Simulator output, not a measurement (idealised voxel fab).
Module name: voxel tone inversion (process module)
Section shown: cut. Width: 190 nm. Cell size: 5 nm, square.
For the purposes of this document, a cross-section shall be understood as a grid of square cells, specified as bands listed in top-to-bottom order, each band consisting of one or more rows of cells.
Top, bottom (nm), then materials left to right with widths (nm); lone material tagged "everywhere" fills the whole band edge to edge; "empty" = empty space.
Height 0 is the level under which the wafer as received is all one material. The lowest band goes on downwards, as in "0..down".
Width spec "30..40" -> top row of cells at first value, bottom row at second value, equal per-row change in between.
For the purposes of this document, the phrase "left unchanged" attached to a step denotes that no cell within the cross-section was modified by that step.
This entry, "Closed void register", enumerates those empty regions of no fewer than 8 cells that possess no open connection to the top. Each region is reported in the form width x height at distance, the distance being taken from the left edge, with all three quantities expressed in nm.
Past the settings on a step's line: simulator remark, on that step.
When a step includes a mask, the "overlay nm" setting on its line states how far to the right of its planned place that mask lay, and negative values state how far to the left.

### Intended process steps
1,RECEIVE [material Si]
2,CONFORMAL_DEP [material SiN] [thk nm 5]
3,DIRECTIONAL_DEP [material polySi] [thk nm 15]
4,PATTERN [tone cover] [mask id POSTS] [material resist] [width nm 15] [pitch nm 45] [thk nm 25] [overlay nm 0]
5,DIRECTIONAL_ETCH [etch materials polySi] [depth nm 15]
6,STRIP [etch materials resist]
7,FILL_DEP [material SiO2] [thk nm 5]
8,CMP [height nm 20]
9,STRIP [etch materials polySi]

### Cross-section, incoming material, after step 1
	0..down | Si everywhere
	Closed void register: none

### Cross-section at module end, one run error; start and plan unchanged from above
	20..15 | 40 of SiO2  15 of empty  30 of SiO2  15 of empty  30 of SiO2  15 of empty  45 of SiO2
	15..0 | SiN everywhere
	0..down | Si everywhere
	Closed void register: none
Want to know what went wrong? heads up, step 2 didn't go per plan, it actually ran as CONFORMAL_DEP [material SiN] [thk nm 15]
